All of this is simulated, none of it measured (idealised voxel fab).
voxel self aligned contacts: a process module
The cross-section shown here is cut; it is 250 nm wide and divided into square cells measuring 5 nm on a side.
How to read a cross-section here: the picture is a grid of square cells, written as bands going from the top down, and any band can span one or more rows of cells.
Per band: top height and bottom height in nm, followed by the left-to-right materials and their widths in nm; "all across" marks a single material spanning edge to edge, "empty" marks empty space.
Heads up on the height convention: 0 is the point under which the incoming wafer is all one material, and the lowest band has no bottom, it just keeps going down, like "z 0 and below".
Think of "30->40" as a width that walks from the first number to the second as you go down the band, top row to bottom row, taking equal-sized steps from row to row.
Key: "all unchanged" - step with no changed cell in the cross-section.
"Enclosed internal voids": empty spaces of 8 cells or more with no open way to the top, each given as width x height at distance, distance from the left edge, all in nm.
Step line, after settings: the simulator's comment on this step.
Each step line may optionally specify "overlay nm", which for a step with a mask gives the rightward distance between the mask's planned place and where it lay, a negative value indicating the leftward direction.
# Steps in the process plan
| 1 | RECEIVE (material Si) |
| 2 | CONFORMAL_DEP (material SiO2; thk nm 5) |
| 3 | DIRECTIONAL_DEP (material polySi; thk nm 30) |
| 4 | DIRECTIONAL_DEP (material SiN; thk nm 20) |
| 5 | MASKED_ETCH (tone cover; mask id GATE; width nm 25; pitch nm 65; etch materials SiN; depth nm 20; overlay nm 0) |
| 6 | MASKED_ETCH (tone cover; mask id GATE; width nm 25; pitch nm 65; etch materials polySi; depth nm 30; overlay nm 0) |
| 7 | CONFORMAL_DEP (material SiN; thk nm 10) |
| 8 | DIRECTIONAL_ETCH (etch materials SiN; depth nm 10) |
| 9 | FILL_DEP (material SiO2; thk nm 15) |
| 10 | CMP (height nm 60) |
| 11 | PATTERN (tone open; mask id CONTACT; material resist; width nm 50; pitch nm 65; thk nm 20; overlay nm 0) |
| 12 | DIRECTIONAL_ETCH (etch materials SiO2; depth nm 60) |
| 13 | STRIP (etch materials resist) |
| 14 | CONFORMAL_DEP (material TiN; thk nm 5) |
| 15 | FILL_DEP (material W; thk nm 5) |
| 16 | CMP (height nm 60) |
| 17 | CONFORMAL_DEP (material SiN; thk nm 5) |
# Delivered wafer in cross-section: state after step 1
  z 0 and below: Si all across
  Enclosed internal voids: none
# a wafer at the end: this start, this plan, one mistake
  z 65 to 60: SiN all across
  z 60 to 50: SiO2 65 nm, then TiN 5 nm, then W 40 nm, then TiN 5 nm, then SiO2 15 nm, then TiN 5 nm, then W 40 nm, then TiN 5 nm, then SiO2 70 nm
  z 50 to 45: SiO2 65 nm, then TiN 10 nm, then W 30 nm, then TiN 10 nm, then SiO2 15 nm, then TiN 10 nm, then W 30 nm, then TiN 10 nm, then SiO2 70 nm
  z 45 to 35: SiO2 45 nm, then SiN 25 nm, then TiN 5 nm, then W 30 nm, then TiN 5 nm, then SiN 25 nm, then TiN 5 nm, then W 30 nm, then TiN 5 nm, then SiN 25 nm, then SiO2 50 nm
  z 35 to 5: SiO2 45 nm, then polySi 25 nm, then TiN 5 nm, then W 30 nm, then TiN 5 nm, then polySi 25 nm, then TiN 5 nm, then W 30 nm, then TiN 5 nm, then polySi 25 nm, then SiO2 50 nm
  z 5 to 0: SiO2 70 nm, then TiN 40 nm, then SiO2 25 nm, then TiN 40 nm, then SiO2 75 nm
  z 0 and below: Si all across
  Enclosed internal voids: none
Finding, execution versus plan: step 7 of the plan did not run at all; it was left out
